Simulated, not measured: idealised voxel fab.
Proc. module: voxel local oxidation
Cross-section cut spans 170 nm and uses square cells 5 nm in size.
Bands, listed from the top down, are how a cross-section gets written in this document; the cross-section itself is a grid of square cells, and a band is one or more rows of them. Top, bottom (nm), then materials left to right with widths (nm); lone material tagged "all across" fills the whole band edge to edge; "blank" = empty space. Below 0: as-received wafer, all one material; heights counted from there. Lowest band: no bottom, goes on down, written "z 0 and below". Width "30..40": first value at the band's top row of cells, second value at its bottom row, equal change from row to row. Key: "same as before" - step with no changed cell in the cross-section. "Encapsulated voids" means: voids of 8 cells or more that are shut off from the top with no open way through. Written width x height at distance, distance from the left edge, in nm. It should be noted that, on the line of a given step, the content following the step's settings is a remark produced by the simulator itself with respect to that step. "overlay nm" denotes, for a step that has a mask, the displacement of the mask to the right of its planned place, with negative values corresponding to the left.

-- These are the steps we planned for the process
| 1 | RECEIVE, material Si |
| 2 | CONFORMAL_DEP, material SiO2, thk nm 5 |
| 3 | CONFORMAL_DEP, material SiN, thk nm 10 |
| 4 | PATTERN, tone cover, mask id ACTIVE, material resist, width nm 85, thk nm 15, overlay nm 0 |
| 5 | DIRECTIONAL_ETCH, etch materials SiN, depth nm 10 |
| 6 | STRIP, etch materials resist |
| 7 | SELECTIVE_ETCH, etch materials SiO2, depth nm 5 |
| 8 | OXIDIZE, depth nm 15 |
| 9 | STRIP, etch materials SiN |
The value of width nm given for step 4 in the plan refers to the first wafer; the wafers vary in this setting and are alike at the start.

-- Incoming state of the first of several wafers in cross-section: after step 1
  z 0 and below  Si all across
  Encapsulated voids: none

-- wafer rows; end of module; cells per material since receipt: (+) gained, (-) lost; then closed voids
width nm 85; -75 Si; +90 SiO2; Encapsulated voids: none
width nm 90; -72 Si; +88 SiO2; Encapsulated voids: none
width nm 95; -69 Si; +86 SiO2; Encapsulated voids: none
width nm 100; -66 Si; +84 SiO2; Encapsulated voids: none
width nm 105; -63 Si; +82 SiO2; Encapsulated voids: none
width nm 110; -60 Si; +80 SiO2; Encapsulated voids: none
